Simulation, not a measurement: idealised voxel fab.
You're looking at the process module voxel lift off.
Pictured: cross-section cut, 285 nm wide, on a grid of 5 nm square cells.
If you're reading a cross-section in this doc, picture square cells in a grid; it comes to you as bands, top ones listed first down to the bottom, and a band can be one or more rows of cells.
Band: top height; bottom height; in nm. Then, left to right: material with width in nm, for each material. "throughout": a single material spanning edge to edge. "blank": empty space.
Heights from 0 (as-received wafer is one material below). Bottom band endless downward, as "0 -> down".
Per-row width for "30->40": begins at first number (top row of band), ends at second number (bottom row), increment between rows held constant.
Given "no alterations made" for a step, no cell of the cross-section differs between before and after that step.
The entry "Sealed cavities" lists the empty spaces that cover at least 8 cells and have no open path to the top. Each is written as width x height at distance, where the distance is measured from the left edge and all three values are in nm.
Anything after a step's settings on that line? It's the simulator's own note about the step.
overlay nm: right-of-plan distance of the mask on a masked step; negative values mean left-of-plan.

Process steps foreseen in the plan:
1) RECEIVE (material Si)
2) CONFORMAL_DEP (material SiO2; thk nm 5)
3) PATTERN (tone open; mask id LINES; material resist; width nm 15; pitch nm 30; thk nm 20; overlay nm 0)
4) DIRECTIONAL_DEP (material Ru; thk nm 10)
5) STRIP (etch materials resist)
6) CONFORMAL_DEP (material SiO2; thk nm 5)

The cross-section here shows the wafer as received, i.e. in its state after step 1:
- 0 -> down | Si throughout
- Sealed cavities: none

This is how the wafer looks in cross-section once the module is done, given the starting state and plan above and one mistake in carrying the plan out:
- 30 -> 20 | blank=90 | SiO2=105 | blank=90
- 20 -> 15 | SiO2 throughout
- 15 -> 5 | SiO2=105 | Ru=15 | SiO2=15 | Ru=15 | SiO2=15 | Ru=15 | SiO2=105
- 5 -> 0 | SiO2 throughout
- 0 -> down | Si throughout
- Sealed cavities: none
What broke from the plan during processing? step 6 did not happen as planned, as run it was CONFORMAL_DEP (material SiO2; thk nm 15)
